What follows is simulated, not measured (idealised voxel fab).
process module | voxel self aligned vias
cross-section cut | 170 nm wide | cells 5 nm
A cross-section is a grid of square cells, given in bands from the top down. A band is one or more rows of cells.
Each band's line starts with the height of the band's top and of its bottom, in nm. Then come its materials from left to right, each with its width in nm. One material with "throughout" fills the band from edge to edge. "air" is empty space.
Height 0 is the level under which the wafer as received is all one material. The lowest band goes on downwards, as in "0 down".
A width such as "30 to 40" changes by the same amount from each row of cells to the next, from the band's top row to its bottom row.
"no change" after a step means that no cell of the cross-section changed.
closed voids: empty space of 8 cells or more with no open way to the top, each as width x height at its distance from the left edge, in nm
after a step's settings: what the simulator itself notes on the step
overlay nm, on a step with a mask: how far to the right of its planned place the mask lay; to the left if negative
plan
1 op RECEIVE | material Si
2 op CONFORMAL_DEP | material SiO2 | thk nm 15
3 op CONFORMAL_DEP | material SiCN | thk nm 5
4 op DIRECTIONAL_DEP | material lowk | thk nm 20
5 op PATTERN | tone open | mask id LINES | material resist | width nm 20 | pitch nm 55 | thk nm 20 | overlay nm 0
6 op DIRECTIONAL_ETCH | etch materials lowk | depth nm 20
7 op STRIP | etch materials resist
8 op CONFORMAL_DEP | material TiN | thk nm 5
9 op FILL_DEP | material Ru | thk nm 5
10 op CMP | height nm 40
11 op SELECTIVE_ETCH | etch materials W Ru TiN | depth nm 10
12 op FILL_DEP | material SiN | thk nm 10
13 op CMP | height nm 40
14 op DIRECTIONAL_DEP | material lowk | thk nm 20
15 op MASKED_ETCH | tone open | mask id VIAS | width nm 30 | pitch nm 110 | etch materials lowk | depth nm 20 | overlay nm 0
16 op MASKED_ETCH | tone open | mask id VIAS | width nm 30 | pitch nm 110 | etch materials SiN | depth nm 10 | overlay nm 0
17 op CONFORMAL_DEP | material TiN | thk nm 5
18 op FILL_DEP | material Ru | thk nm 10
19 op CMP | height nm 60
20 op CONFORMAL_DEP | material SiN | thk nm 5
first wafer, as planned
as received, after step 1
  0 down: Si throughout
  closed voids: none
after step 2
  15 to 0: SiO2 throughout
  below 0: unchanged
after step 3
  20 to 15: SiCN throughout
  below 15: unchanged
after step 4
  40 to 20: lowk throughout
  below 20: unchanged
after step 5
  60 to 40: resist 20 | air 20 | resist 35 | air 20 | resist 35 | air 20 | resist 20
  below 40: unchanged
after step 6
  60 to 40: resist 20 | air 20 | resist 35 | air 20 | resist 35 | air 20 | resist 20
  40 to 20: lowk 20 | air 20 | lowk 35 | air 20 | lowk 35 | air 20 | lowk 20
  below 20: unchanged
after step 7
  40 to 20: lowk 20 | air 20 | lowk 35 | air 20 | lowk 35 | air 20 | lowk 20
  below 20: unchanged
after step 8
  45 to 40: TiN 25 | air 10 | TiN 45 | air 10 | TiN 45 | air 10 | TiN 25
  40 to 25: lowk 20 | TiN 5 | air 10 | TiN 5 | lowk 35 | TiN 5 | air 10 | TiN 5 | lowk 35 | TiN 5 | air 10 | TiN 5 | lowk 20
  25 to 20: lowk 20 | TiN 20 | lowk 35 | TiN 20 | lowk 35 | TiN 20 | lowk 20
  below 20: unchanged
after step 9
  50 to 45: Ru throughout
  45 to 40: TiN 25 | Ru 10 | TiN 45 | Ru 10 | TiN 45 | Ru 10 | TiN 25
  40 to 25: lowk 20 | TiN 5 | Ru 10 | TiN 5 | lowk 35 | TiN 5 | Ru 10 | TiN 5 | lowk 35 | TiN 5 | Ru 10 | TiN 5 | lowk 20
  below 25: unchanged
after step 10
  40 to 25: lowk 20 | TiN 5 | Ru 10 | TiN 5 | lowk 35 | TiN 5 | Ru 10 | TiN 5 | lowk 35 | TiN 5 | Ru 10 | TiN 5 | lowk 20
  below 25: unchanged
after step 11
  40 to 30: lowk 20 | air 20 | lowk 35 | air 20 | lowk 35 | air 20 | lowk 20
  below 30: unchanged
after step 12
  50 to 40: SiN throughout
  40 to 30: lowk 20 | SiN 20 | lowk 35 | SiN 20 | lowk 35 | SiN 20 | lowk 20
  below 30: unchanged
after step 13
  40 to 30: lowk 20 | SiN 20 | lowk 35 | SiN 20 | lowk 35 | SiN 20 | lowk 20
  below 30: unchanged
after step 14
  60 to 40: lowk throughout
  below 40: unchanged
after step 15
  60 to 40: lowk 15 | air 30 | lowk 80 | air 30 | lowk 15
  below 40: unchanged
after step 16
  60 to 40: lowk 15 | air 30 | lowk 80 | air 30 | lowk 15
  40 to 30: lowk 20 | air 20 | lowk 35 | SiN 20 | lowk 35 | air 20 | lowk 20
  below 30: unchanged
after step 17
  65 to 60: TiN 20 | air 20 | TiN 90 | air 20 | TiN 20
  60 to 45: lowk 15 | TiN 5 | air 20 | TiN 5 | lowk 80 | TiN 5 | air 20 | TiN 5 | lowk 15
  45 to 40: lowk 15 | TiN 10 | air 10 | TiN 10 | lowk 80 | TiN 10 | air 10 | TiN 10 | lowk 15
  40 to 35: lowk 20 | TiN 5 | air 10 | TiN 5 | lowk 35 | SiN 20 | lowk 35 | TiN 5 | air 10 | TiN 5 | lowk 20
  35 to 30: lowk 20 | TiN 20 | lowk 35 | SiN 20 | lowk 35 | TiN 20 | lowk 20
  below 30: unchanged
after step 18
  75 to 65: Ru throughout
  65 to 60: TiN 20 | Ru 20 | TiN 90 | Ru 20 | TiN 20
  60 to 45: lowk 15 | TiN 5 | Ru 20 | TiN 5 | lowk 80 | TiN 5 | Ru 20 | TiN 5 | lowk 15
  45 to 40: lowk 15 | TiN 10 | Ru 10 | TiN 10 | lowk 80 | TiN 10 | Ru 10 | TiN 10 | lowk 15
  40 to 35: lowk 20 | TiN 5 | Ru 10 | TiN 5 | lowk 35 | SiN 20 | lowk 35 | TiN 5 | Ru 10 | TiN 5 | lowk 20
  below 35: unchanged
after step 19
  60 to 45: lowk 15 | TiN 5 | Ru 20 | TiN 5 | lowk 80 | TiN 5 | Ru 20 | TiN 5 | lowk 15
  below 45: unchanged
after step 20
  65 to 60: SiN throughout
  below 60: unchanged
second wafer: like start, like plan, one mistake. Through step 18 it matches the first wafer
when step 19 should have ended: no change
when step 20 should have ended
  80 to 75: SiN throughout
  below 75: unchanged
what went wrong: step 19 was left out
at the end the second wafer has, in cells: 76 more of Ru | 26 more of TiN
